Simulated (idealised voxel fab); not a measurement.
process module | voxel double patterning
cross-section cut | 215 nm wide | cells 5 nm
A cross-section is a grid of square cells, given in bands from the top down. A band is one or more rows of cells.
Each band's line starts with the height of the band's top and of its bottom, in nm. Then come its materials from left to right, each with its width in nm. One material with "throughout" fills the band from edge to edge. "air" is empty space.
Height 0 is the level under which the wafer as received is all one material. The lowest band goes on downwards, as in "0 down".
A width such as "30 to 40" changes by the same amount from each row of cells to the next, from the band's top row to its bottom row.
"no change" after a step means that no cell of the cross-section changed.
closed voids: empty space of 8 cells or more with no open way to the top, each as width x height at its distance from the left edge, in nm
after a step's settings: what the simulator itself notes on the step
overlay nm, on a step with a mask: how far to the right of its planned place the mask lay; to the left if negative
Each pair below shows a cross-section before one step and the cross-section after it, down to the lowest band that changed. The line under each pair gives the step between them, with its settings. The pairs can come from different runs of this module on the same starting wafer, so a pair continues from the pair above only where its "before" says so.
before
  0 down: Si throughout
  closed voids: none
after
  10 to 0: SiO2 throughout
  below 0: unchanged
  closed voids: none
the step between: op CONFORMAL_DEP | material SiO2 | thk nm 10
before: the cross-section after the pair above
after
  20 to 10: polySi throughout
  below 10: unchanged
  closed voids: none
the step between: op DIRECTIONAL_DEP | material polySi | thk nm 10
before: the cross-section after the pair above
after
  25 to 20: SiN throughout
  below 20: unchanged
  closed voids: none
the step between: op DIRECTIONAL_DEP | material SiN | thk nm 5
before: the cross-section after the pair above
after
  40 to 25: aC throughout
  below 25: unchanged
  closed voids: none
the step between: op DIRECTIONAL_DEP | material aC | thk nm 15
before: the cross-section after the pair above
after
  70 to 40: resist 75 | air 15 | resist 35 | air 15 | resist 75
  below 40: unchanged
  closed voids: none
the step between: op PATTERN | tone open | mask id FIRST | material resist | width nm 15 | pitch nm 50 | thk nm 30 | overlay nm 0
before: the cross-section after the pair above
after
  55 to 40: resist 75 | air 15 | resist 35 | air 15 | resist 75
  40 to 25: aC 75 | air 15 | aC 35 | air 15 | aC 75
  below 25: unchanged
  closed voids: none
the step between: op DIRECTIONAL_ETCH | etch materials aC | depth nm 15
before: the cross-section after the pair above
after
  40 to 25: aC 75 | air 15 | aC 35 | air 15 | aC 75
  below 25: unchanged
  closed voids: none
the step between: op STRIP | etch materials resist
before: the cross-section after the pair above
after
  40 to 25: aC 75 | air 15 | aC 35 | air 15 | aC 75
  25 to 20: SiN 75 | air 15 | SiN 35 | air 15 | SiN 75
  below 20: unchanged
  closed voids: none
the step between: op DIRECTIONAL_ETCH | etch materials SiN | depth nm 5
before: the cross-section after the pair above
after
  25 to 20: SiN 75 | air 15 | SiN 35 | air 15 | SiN 75
  below 20: unchanged
  closed voids: none
the step between: op STRIP | etch materials aC
before: the cross-section after the pair above
after
  25 to 20: SiN 75 | air 15 | SiN 10 | air 15 | SiN 10 | air 15 | SiN 75
  below 20: unchanged
  closed voids: none
the step between: op MASKED_ETCH | tone open | mask id SECOND | width nm 15 | etch materials SiN | depth nm 5 | overlay nm 0
before: the cross-section after the pair above
after
  25 to 20: SiN 75 | air 15 | SiN 10 | air 15 | SiN 10 | air 15 | SiN 75
  20 to 10: polySi 75 | air 15 | polySi 10 | air 15 | polySi 10 | air 15 | polySi 75
  below 10: unchanged
  closed voids: none
the step between: op DIRECTIONAL_ETCH | etch materials polySi | depth nm 10
before: the cross-section after the pair above
after
  20 to 10: polySi 75 | air 15 | polySi 10 | air 15 | polySi 10 | air 15 | polySi 75
  below 10: unchanged
  closed voids: none
the step between: op STRIP | etch materials SiN
before
  0 down: Si throughout
  closed voids: none
after
  10 to 0: polySi throughout
  below 0: unchanged
  closed voids: none
the step between: op DIRECTIONAL_DEP | material polySi | thk nm 10
before: the cross-section after the pair above
after
  15 to 10: SiN throughout
  below 10: unchanged
  closed voids: none
the step between: op DIRECTIONAL_DEP | material SiN | thk nm 5
before: the cross-section after the pair above
after
  30 to 15: aC throughout
  below 15: unchanged
  closed voids: none
the step between: op DIRECTIONAL_DEP | material aC | thk nm 15
before: the cross-section after the pair above
after
  60 to 30: resist 75 | air 15 | resist 35 | air 15 | resist 75
  below 30: unchanged
  closed voids: none
the step between: op PATTERN | tone open | mask id FIRST | material resist | width nm 15 | pitch nm 50 | thk nm 30 | overlay nm 0
before: the cross-section after the pair above
after
  45 to 30: resist 75 | air 15 | resist 35 | air 15 | resist 75
  30 to 15: aC 75 | air 15 | aC 35 | air 15 | aC 75
  below 15: unchanged
  closed voids: none
the step between: op DIRECTIONAL_ETCH | etch materials aC | depth nm 15
before: the cross-section after the pair above
after
  30 to 15: aC 75 | air 15 | aC 35 | air 15 | aC 75
  below 15: unchanged
  closed voids: none
the step between: op STRIP | etch materials resist
before: the cross-section after the pair above
after
  30 to 15: aC 75 | air 15 | aC 35 | air 15 | aC 75
  15 to 10: SiN 75 | air 15 | SiN 35 | air 15 | SiN 75
  below 10: unchanged
  closed voids: none
the step between: op DIRECTIONAL_ETCH | etch materials SiN | depth nm 5
before: the cross-section after the pair above
after
  15 to 10: SiN 75 | air 15 | SiN 35 | air 15 | SiN 75
  below 10: unchanged
  closed voids: none
the step between: op STRIP | etch materials aC
before: the cross-section after the pair above
after
  15 to 10: SiN 75 | air 15 | SiN 10 | air 15 | SiN 10 | air 15 | SiN 75
  below 10: unchanged
  closed voids: none
the step between: op MASKED_ETCH | tone open | mask id SECOND | width nm 15 | etch materials SiN | depth nm 5 | overlay nm 0
before: the cross-section after the pair above
after
  15 to 10: SiN 75 | air 15 | SiN 10 | air 15 | SiN 10 | air 15 | SiN 75
  10 to 0: polySi 75 | air 15 | polySi 10 | air 15 | polySi 10 | air 15 | polySi 75
  below 0: unchanged
  closed voids: none
the step between: op DIRECTIONAL_ETCH | etch materials polySi | depth nm 10
before: the cross-section after the pair above
after
  10 to 0: polySi 75 | air 15 | polySi 10 | air 15 | polySi 10 | air 15 | polySi 75
  below 0: unchanged
  closed voids: none
the step between: op STRIP | etch materials SiN
before
  10 to 0: polySi throughout
  0 down: Si throughout
  closed voids: none
after
  20 to 10: SiO2 throughout
  below 10: unchanged
  closed voids: none
the step between: op CONFORMAL_DEP | material SiO2 | thk nm 10
before: the cross-section after the pair above
after
  25 to 20: SiN throughout
  below 20: unchanged
  closed voids: none
the step between: op DIRECTIONAL_DEP | material SiN | thk nm 5
before: the cross-section after the pair above
after
  40 to 25: aC throughout
  below 25: unchanged
  closed voids: none
the step between: op DIRECTIONAL_DEP | material aC | thk nm 15
before: the cross-section after the pair above
after
  70 to 40: resist 75 | air 15 | resist 35 | air 15 | resist 75
  below 40: unchanged
  closed voids: none
the step between: op PATTERN | tone open | mask id FIRST | material resist | width nm 15 | pitch nm 50 | thk nm 30 | overlay nm 0
before: the cross-section after the pair above
after
  55 to 40: resist 75 | air 15 | resist 35 | air 15 | resist 75
  40 to 25: aC 75 | air 15 | aC 35 | air 15 | aC 75
  below 25: unchanged
  closed voids: none
the step between: op DIRECTIONAL_ETCH | etch materials aC | depth nm 15
before: the cross-section after the pair above
after
  40 to 25: aC 75 | air 15 | aC 35 | air 15 | aC 75
  below 25: unchanged
  closed voids: none
the step between: op STRIP | etch materials resist
before: the cross-section after the pair above
after
  40 to 25: aC 75 | air 15 | aC 35 | air 15 | aC 75
  25 to 20: SiN 75 | air 15 | SiN 35 | air 15 | SiN 75
  below 20: unchanged
  closed voids: none
the step between: op DIRECTIONAL_ETCH | etch materials SiN | depth nm 5
before: the cross-section after the pair above
after
  25 to 20: SiN 75 | air 15 | SiN 35 | air 15 | SiN 75
  below 20: unchanged
  closed voids: none
the step between: op STRIP | etch materials aC
before: the cross-section after the pair above
after
  25 to 20: SiN 75 | air 15 | SiN 10 | air 15 | SiN 10 | air 15 | SiN 75
  below 20: unchanged
  closed voids: none
the step between: op MASKED_ETCH | tone open | mask id SECOND | width nm 15 | etch materials SiN | depth nm 5 | overlay nm 0
before: the cross-section after the pair above
after
  20 to 10: SiO2 throughout
  below 10: unchanged
  closed voids: none
the step between: op STRIP | etch materials SiN
before
  10 to 0: SiO2 throughout
  0 down: Si throughout
  closed voids: none
after
  15 to 10: polySi throughout
  below 10: unchanged
  closed voids: none
the step between: op DIRECTIONAL_DEP | material polySi | thk nm 5
before: the cross-section after the pair above
after
  20 to 15: SiN throughout
  below 15: unchanged
  closed voids: none
the step between: op DIRECTIONAL_DEP | material SiN | thk nm 5
before: the cross-section after the pair above
after
  35 to 20: aC throughout
  below 20: unchanged
  closed voids: none
the step between: op DIRECTIONAL_DEP | material aC | thk nm 15
before: the cross-section after the pair above
after
  65 to 35: resist 75 | air 15 | resist 35 | air 15 | resist 75
  below 35: unchanged
  closed voids: none
the step between: op PATTERN | tone open | mask id FIRST | material resist | width nm 15 | pitch nm 50 | thk nm 30 | overlay nm 0
before: the cross-section after the pair above
after
  50 to 35: resist 75 | air 15 | resist 35 | air 15 | resist 75
  35 to 20: aC 75 | air 15 | aC 35 | air 15 | aC 75
  below 20: unchanged
  closed voids: none
the step between: op DIRECTIONAL_ETCH | etch materials aC | depth nm 15
before: the cross-section after the pair above
after
  35 to 20: aC 75 | air 15 | aC 35 | air 15 | aC 75
  below 20: unchanged
  closed voids: none
the step between: op STRIP | etch materials resist
before: the cross-section after the pair above
after
  35 to 20: aC 75 | air 15 | aC 35 | air 15 | aC 75
  20 to 15: SiN 75 | air 15 | SiN 35 | air 15 | SiN 75
  below 15: unchanged
  closed voids: none
the step between: op DIRECTIONAL_ETCH | etch materials SiN | depth nm 5
before: the cross-section after the pair above
after
  20 to 15: SiN 75 | air 15 | SiN 35 | air 15 | SiN 75
  below 15: unchanged
  closed voids: none
the step between: op STRIP | etch materials aC
before: the cross-section after the pair above
after
  20 to 15: SiN 75 | air 15 | SiN 10 | air 15 | SiN 10 | air 15 | SiN 75
  below 15: unchanged
  closed voids: none
the step between: op MASKED_ETCH | tone open | mask id SECOND | width nm 15 | etch materials SiN | depth nm 5 | overlay nm 0
before: the cross-section after the pair above
after
  20 to 15: SiN 75 | air 15 | SiN 10 | air 15 | SiN 10 | air 15 | SiN 75
  15 to 10: polySi 75 | air 15 | polySi 10 | air 15 | polySi 10 | air 15 | polySi 75
  below 10: unchanged
  closed voids: none
the step between: op DIRECTIONAL_ETCH | etch materials polySi | depth nm 10
before: the cross-section after the pair above
after
  15 to 10: polySi 75 | air 15 | polySi 10 | air 15 | polySi 10 | air 15 | polySi 75
  below 10: unchanged
  closed voids: none
the step between: op STRIP | etch materials SiN
before
  40 to 25: aC throughout
  25 to 20: SiN throughout
  20 to 10: polySi throughout
  10 to 0: SiO2 throughout
  0 down: Si throughout
  closed voids: none
after
  70 to 40: resist 75 | air 20 | resist 30 | air 20 | resist 70
  below 40: unchanged
  closed voids: none
the step between: op PATTERN | tone open | mask id FIRST | material resist | width nm 20 | pitch nm 50 | thk nm 30 | overlay nm 0
before: the cross-section after the pair above
after
  55 to 40: resist 75 | air 20 | resist 30 | air 20 | resist 70
  40 to 25: aC 75 | air 20 | aC 30 | air 20 | aC 70
  below 25: unchanged
  closed voids: none
the step between: op DIRECTIONAL_ETCH | etch materials aC | depth nm 15
before: the cross-section after the pair above
after
  40 to 25: aC 75 | air 20 | aC 30 | air 20 | aC 70
  below 25: unchanged
  closed voids: none
the step between: op STRIP | etch materials resist
before: the cross-section after the pair above
after
  40 to 25: aC 75 | air 20 | aC 30 | air 20 | aC 70
  25 to 20: SiN 75 | air 20 | SiN 30 | air 20 | SiN 70
  below 20: unchanged
  closed voids: none
the step between: op DIRECTIONAL_ETCH | etch materials SiN | depth nm 5
before: the cross-section after the pair above
after
  25 to 20: SiN 75 | air 20 | SiN 30 | air 20 | SiN 70
  below 20: unchanged
  closed voids: none
the step between: op STRIP | etch materials aC
before: the cross-section after the pair above
after
  25 to 20: SiN 75 | air 20 | SiN 5 | air 15 | SiN 10 | air 20 | SiN 70
  below 20: unchanged
  closed voids: none
the step between: op MASKED_ETCH | tone open | mask id SECOND | width nm 15 | etch materials SiN | depth nm 5 | overlay nm 0
before: the cross-section after the pair above
after
  25 to 20: SiN 75 | air 20 | SiN 5 | air 15 | SiN 10 | air 20 | SiN 70
  20 to 10: polySi 75 | air 20 | polySi 5 | air 15 | polySi 10 | air 20 | polySi 70
  below 10: unchanged
  closed voids: none
the step between: op DIRECTIONAL_ETCH | etch materials polySi | depth nm 10
before: the cross-section after the pair above
after
  20 to 10: polySi 75 | air 20 | polySi 5 | air 15 | polySi 10 | air 20 | polySi 70
  below 10: unchanged
  closed voids: none
the step between: op STRIP | etch materials SiN
before
  25 to 20: SiN 75 | air 15 | SiN 35 | air 15 | SiN 75
  20 to 10: polySi throughout
  10 to 0: SiO2 throughout
  0 down: Si throughout
  closed voids: none
after
  25 to 20: SiN 75 | air 30 | SiN 20 | air 15 | SiN 75
  below 20: unchanged
  closed voids: none
the step between: op MASKED_ETCH | tone open | mask id SECOND | width nm 15 | etch materials SiN | depth nm 5 | overlay nm -10
before: the cross-section after the pair above
after
  25 to 20: SiN 75 | air 30 | SiN 20 | air 15 | SiN 75
  20 to 10: polySi 75 | air 30 | polySi 20 | air 15 | polySi 75
  below 10: unchanged
  closed voids: none
the step between: op DIRECTIONAL_ETCH | etch materials polySi | depth nm 10
before: the cross-section after the pair above
after
  20 to 10: polySi 75 | air 30 | polySi 20 | air 15 | polySi 75
  below 10: unchanged
  closed voids: none
the step between: op STRIP | etch materials SiN
before
  20 to 10: polySi throughout
  10 to 0: SiO2 throughout
  0 down: Si throughout
  closed voids: none
after
  25 to 10: polySi throughout
  below 10: unchanged
  closed voids: none
the step between: op DIRECTIONAL_DEP | material polySi | thk nm 5
before: the cross-section after the pair above
after
  40 to 25: aC throughout
  below 25: unchanged
  closed voids: none
the step between: op DIRECTIONAL_DEP | material aC | thk nm 15
before: the cross-section after the pair above
after
  70 to 40: resist 75 | air 15 | resist 35 | air 15 | resist 75
  below 40: unchanged
  closed voids: none
the step between: op PATTERN | tone open | mask id FIRST | material resist | width nm 15 | pitch nm 50 | thk nm 30 | overlay nm 0
before: the cross-section after the pair above
after
  55 to 40: resist 75 | air 15 | resist 35 | air 15 | resist 75
  40 to 25: aC 75 | air 15 | aC 35 | air 15 | aC 75
  below 25: unchanged
  closed voids: none
the step between: op DIRECTIONAL_ETCH | etch materials aC | depth nm 15
before: the cross-section after the pair above
after
  40 to 25: aC 75 | air 15 | aC 35 | air 15 | aC 75
  below 25: unchanged
  closed voids: none
the step between: op STRIP | etch materials resist
before: the cross-section after the pair above
after
  25 to 10: polySi throughout
  below 10: unchanged
  closed voids: none
the step between: op STRIP | etch materials aC
before: the cross-section after the pair above
after
  15 to 10: polySi throughout
  below 10: unchanged
  closed voids: none
the step between: op DIRECTIONAL_ETCH | etch materials polySi | depth nm 10
before
  40 to 25: aC throughout
  25 to 20: SiN throughout
  20 to 10: polySi throughout
  10 to 0: SiO2 throughout
  0 down: Si throughout
  closed voids: none
after
  70 to 40: air 75 | resist 15 | air 35 | resist 15 | air 75
  below 40: unchanged
  closed voids: none
the step between: op PATTERN | tone cover | mask id FIRST | material resist | width nm 15 | pitch nm 50 | thk nm 30 | overlay nm 0
before: the cross-section after the pair above
after
  55 to 40: air 75 | resist 15 | air 35 | resist 15 | air 75
  40 to 25: air 75 | aC 15 | air 35 | aC 15 | air 75
  below 25: unchanged
  closed voids: none
the step between: op DIRECTIONAL_ETCH | etch materials aC | depth nm 15
before: the cross-section after the pair above
after
  40 to 25: air 75 | aC 15 | air 35 | aC 15 | air 75
  below 25: unchanged
  closed voids: none
the step between: op STRIP | etch materials resist
before: the cross-section after the pair above
after
  40 to 25: air 75 | aC 15 | air 35 | aC 15 | air 75
  25 to 20: air 75 | SiN 15 | air 35 | SiN 15 | air 75
  below 20: unchanged
  closed voids: none
the step between: op DIRECTIONAL_ETCH | etch materials SiN | depth nm 5
before: the cross-section after the pair above
after
  25 to 20: air 75 | SiN 15 | air 35 | SiN 15 | air 75
  below 20: unchanged
  closed voids: none
the step between: op STRIP | etch materials aC
before: the cross-section after the pair above
after
  25 to 20: air 75 | SiN 15 | air 35 | SiN 15 | air 75
  20 to 10: air 75 | polySi 15 | air 35 | polySi 15 | air 75
  below 10: unchanged
  closed voids: none
the step between: op DIRECTIONAL_ETCH | etch materials polySi | depth nm 10
before: the cross-section after the pair above
after
  20 to 10: air 75 | polySi 15 | air 35 | polySi 15 | air 75
  below 10: unchanged
  closed voids: none
the step between: op STRIP | etch materials SiN
